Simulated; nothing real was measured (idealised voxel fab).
Process module, titled voxel trench capacitor
Section cut is 145 nm wide and gridded with 5 nm square cells.
A cross-section is written here as square cells arranged in a grid, and it is given in bands from the top down, each band taking up one or more rows of cells. What a band's entry tells you: where the top is and where the bottom is, as heights in nm, and after that what lies inside, material by material from left to right, each with its width in nm. Empty space is written as the word "empty", and a single material marked with the word "full width" occupies the band from edge to edge. Height reference: 0 = level under which incoming wafer is all one material. Lowest band: no bottom, runs on downward, e.g. "z 0 and below". With a width like "30 to 40", each row of cells in the band differs from the next by the same amount, the top row carrying the first number and the bottom row the second. What does "nothing was modified" mean for a step? It means no cell of the cross-section changed in that step. This entry, "Closed cavities", enumerates those empty regions of no fewer than 8 cells that possess no open connection to the top. Each region is reported in the form width x height at distance, the distance being taken from the left edge, with all three quantities expressed in nm. Whatever follows a step's settings on its line is a remark the simulator itself makes about that step. You can add "overlay nm" to a step's line. For a step with a mask, it describes how far the mask lay to the right of its planned position, and a negative number describes a lay to the left.
THESE ARE THE STEPS WE PLANNED FOR THE PROCESS
1,RECEIVE,material Si
2,CONFORMAL_DEP,material SiN,thk nm 10
3,MASKED_ETCH,tone open,mask id TRENCH,width nm 30,pitch nm 45,etch materials SiN,depth nm 10,overlay nm 0
4,MASKED_ETCH,tone open,mask id TRENCH,width nm 30,pitch nm 45,etch materials Si,depth nm 25,overlay nm 0
5,CONFORMAL_DEP,material Al2O3,thk nm 5
6,CONFORMAL_DEP,material TiN,thk nm 5
7,FILL_DEP,material W,thk nm 10
8,CMP,height nm 10
CROSS-SECTION, INCOMING MATERIAL, AFTER STEP 1
    z 0 and below | Si full width
    Closed cavities: none
FIRST OF TWO WAFERS AT THE END OF THE MODULE, SHOWN IN CROSS-SECTION; RUN CARRIED OUT AS PLANNED
    z 10 to 0 | SiN: 35 / Al2O3: 5 / TiN: 5 / W: 10 / TiN: 5 / Al2O3: 5 / SiN: 15 / Al2O3: 5 / TiN: 5 / W: 10 / TiN: 5 / Al2O3: 5 / SiN: 35
    z 0 to -15 | Si: 35 / Al2O3: 5 / TiN: 5 / W: 10 / TiN: 5 / Al2O3: 5 / Si: 15 / Al2O3: 5 / TiN: 5 / W: 10 / TiN: 5 / Al2O3: 5 / Si: 35
    z -15 to -20 | Si: 35 / Al2O3: 5 / TiN: 20 / Al2O3: 5 / Si: 15 / Al2O3: 5 / TiN: 20 / Al2O3: 5 / Si: 35
    z -20 to -25 | Si: 35 / Al2O3: 30 / Si: 15 / Al2O3: 30 / Si: 35
    z -25 and below | Si full width
    Closed cavities: none
PRESENTED HERE IS A CROSS-SECTION OF THE SECOND OF THE TWO WAFERS AS IT STOOD AT THE END OF THE MODULE. IT WAS STARTED IN THE SAME MANNER AND ASSIGNED THE SAME PLAN AS THE FIRST WAFER; HOWEVER, ONE MISTAKE WAS MADE IN ITS EXECUTION
    z 10 to 5 | TiN: 30 / Al2O3: 5 / SiN: 30 / Al2O3: 5 / TiN: 5 / Al2O3: 5 / SiN: 30 / Al2O3: 5 / TiN: 30
    z 5 to 0 | Al2O3: 35 / SiN: 30 / Al2O3: 15 / SiN: 30 / Al2O3: 35
    z 0 and below | Si full width
    Closed cavities: none
Nonconformance to the process plan: for step 3, the planned setting was not used; the step was instead run as MASKED_ETCH,tone cover,mask id TRENCH,width nm 30,pitch nm 45,etch materials SiN,depth nm 10,overlay nm 0
It is noted that, at the conclusion of processing, the second wafer exhibits a higher or lower cell count for certain materials relative to the first: 15 fewer of Al2O3 | 60 more of Si | 10 fewer of SiN | 15 fewer of TiN | 20 fewer of W
